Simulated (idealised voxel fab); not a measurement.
Process module heading - voxel capacitor over wiring
In the cross-section labelled cut, the width is 250 nm and each square cell is 5 nm.
Throughout this document, each cross-section is represented as a grid of square cells and is presented as a sequence of bands enumerated from the top downward, where a band comprises one or more rows of cells. Top height, bottom height, nm. Materials left to right, width each, nm. Single material + "everywhere" = fills band edge to edge. "empty" = empty. Heads up on the height convention: 0 is the point under which the incoming wafer is all one material, and the lowest band has no bottom, it just keeps going down, like "0 down". A two-number width, for instance "30 to 40", indicates that the width is equal to the first number in the top row of the band and to the second number in the bottom row, and that it changes by a constant amount per row of cells. Take "left unchanged" at face value: in the step it is given for, the cross-section changed in none of its cells. Each empty space that has no open way to the top and spans at least 8 cells appears under "Closed empty spaces" as width x height at distance, the distance counted from the left edge, all in nm. It should be noted that, on the line of a given step, the content following the step's settings is a remark produced by the simulator itself with respect to that step. overlay nm: how far to the right of its planned place the mask lay on this masked step (negative: to the left).

### This section lists the process steps that were planned
1 RECEIVE,material Si
2 CONFORMAL_DEP,material SiO2,thk nm 10
3 DIRECTIONAL_DEP,material TiN,thk nm 5
4 DIRECTIONAL_DEP,material Ru,thk nm 25
5 PATTERN,tone cover,mask id METAL_1,material resist,width nm 30,pitch nm 80,thk nm 20,overlay nm 0
6 DIRECTIONAL_ETCH,etch materials Ru,depth nm 25
7 DIRECTIONAL_ETCH,etch materials TiN,depth nm 5
8 STRIP,etch materials resist
9 CONFORMAL_DEP,material SiN,thk nm 5
10 FILL_DEP,material SiO2,thk nm 10
11 CMP,height nm 40
12 CONFORMAL_DEP,material SiCN,thk nm 5
13 DIRECTIONAL_DEP,material SiO2,thk nm 15
14 PATTERN,tone open,mask id PLUG_1,material resist,width nm 15,thk nm 20,overlay nm 0
15 DIRECTIONAL_ETCH,etch materials SiO2,depth nm 15
16 DIRECTIONAL_ETCH,etch materials SiCN,depth nm 5
17 STRIP,etch materials resist
18 CONFORMAL_DEP,material TiN,thk nm 5
19 FILL_DEP,material Cu,thk nm 5
20 CMP,height nm 60
21 DIRECTIONAL_DEP,material TiN,thk nm 5
22 DIRECTIONAL_DEP,material SiN,thk nm 5
23 DIRECTIONAL_DEP,material TiN,thk nm 10
24 PATTERN,tone cover,mask id UPPER_PLATE,material resist,width nm 55,thk nm 20,overlay nm 0
25 DIRECTIONAL_ETCH,etch materials TiN,depth nm 10
26 DIRECTIONAL_ETCH,etch materials SiN,depth nm 5
27 STRIP,etch materials resist
28 PATTERN,tone cover,mask id LOWER_PLATE,material resist,width nm 65,thk nm 15,overlay nm 0
29 DIRECTIONAL_ETCH,etch materials TiN,depth nm 5
30 STRIP,etch materials resist
31 FILL_DEP,material SiO2,thk nm 20
32 CMP,height nm 95
33 DIRECTIONAL_DEP,material aC,thk nm 15
34 PATTERN,tone open,mask id PLUG_2,material resist,width nm 15,thk nm 35,overlay nm 0
35 DIRECTIONAL_ETCH,etch materials aC,depth nm 15
36 STRIP,etch materials resist
37 DIRECTIONAL_ETCH,etch materials SiO2,depth nm 15
38 STRIP,etch materials aC
39 CONFORMAL_DEP,material TiN,thk nm 5
40 FILL_DEP,material W,thk nm 10
41 CMP,height nm 95
42 CONFORMAL_DEP,material SiN,thk nm 5

### The cross-section here shows the wafer as received, i.e. in its state after step 1
* 0 down: Si everywhere
* Closed empty spaces: none

### Cross-sectional image of the first of two wafers at the end of the module, the run having proceeded as planned
* 100 to 95: SiN everywhere
* 95 to 85: 95 nm SiO2, then 5 nm TiN, then 5 nm W, then 5 nm TiN, then 140 nm SiO2
* 85 to 80: 95 nm SiO2, then 15 nm TiN, then 140 nm SiO2
* 80 to 70: 85 nm SiO2, then 55 nm TiN, then 110 nm SiO2
* 70 to 65: 85 nm SiO2, then 55 nm SiN, then 110 nm SiO2
* 65 to 60: 80 nm SiO2, then 65 nm TiN, then 105 nm SiO2
* 60 to 45: 85 nm SiO2, then 5 nm TiN, then 5 nm Cu, then 5 nm TiN, then 150 nm SiO2
* 45 to 40: 85 nm SiCN, then 15 nm TiN, then 150 nm SiCN
* 40 to 15: 65 nm SiO2, then 5 nm SiN, then 30 nm Ru, then 5 nm SiN, then 40 nm SiO2, then 5 nm SiN, then 30 nm Ru, then 5 nm SiN, then 65 nm SiO2
* 15 to 10: 70 nm SiN, then 30 nm TiN, then 50 nm SiN, then 30 nm TiN, then 70 nm SiN
* 10 to 0: SiO2 everywhere
* 0 down: Si everywhere
* Closed empty spaces: none

### Second wafer of the two, sectioned at the end of the module. It began like the first and followed the same plan, but one mistake was made while running it
* 110 to 105: SiN everywhere
* 105 to 100: W everywhere
* 100 to 95: 100 nm TiN, then 5 nm W, then 145 nm TiN
* 95 to 85: 95 nm SiO2, then 5 nm TiN, then 5 nm W, then 5 nm TiN, then 140 nm SiO2
* 85 to 80: 95 nm SiO2, then 15 nm TiN, then 140 nm SiO2
* 80 to 70: 85 nm SiO2, then 55 nm TiN, then 110 nm SiO2
* 70 to 65: 85 nm SiO2, then 55 nm SiN, then 110 nm SiO2
* 65 to 60: 80 nm SiO2, then 65 nm TiN, then 105 nm SiO2
* 60 to 45: 85 nm SiO2, then 5 nm TiN, then 5 nm Cu, then 5 nm TiN, then 150 nm SiO2
* 45 to 40: 85 nm SiCN, then 15 nm TiN, then 150 nm SiCN
* 40 to 15: 65 nm SiO2, then 5 nm SiN, then 30 nm Ru, then 5 nm SiN, then 40 nm SiO2, then 5 nm SiN, then 30 nm Ru, then 5 nm SiN, then 65 nm SiO2
* 15 to 10: 70 nm SiN, then 30 nm TiN, then 50 nm SiN, then 30 nm TiN, then 70 nm SiN
* 10 to 0: SiO2 everywhere
* 0 down: Si everywhere
* Closed empty spaces: none
Misprocessing identified: it should be noted that step 41 was executed with settings other than those planned, the operation and settings actually applied being CMP,height nm 105
Final cells, second wafer relative to first, materials higher or lower: +49 TiN; +51 W
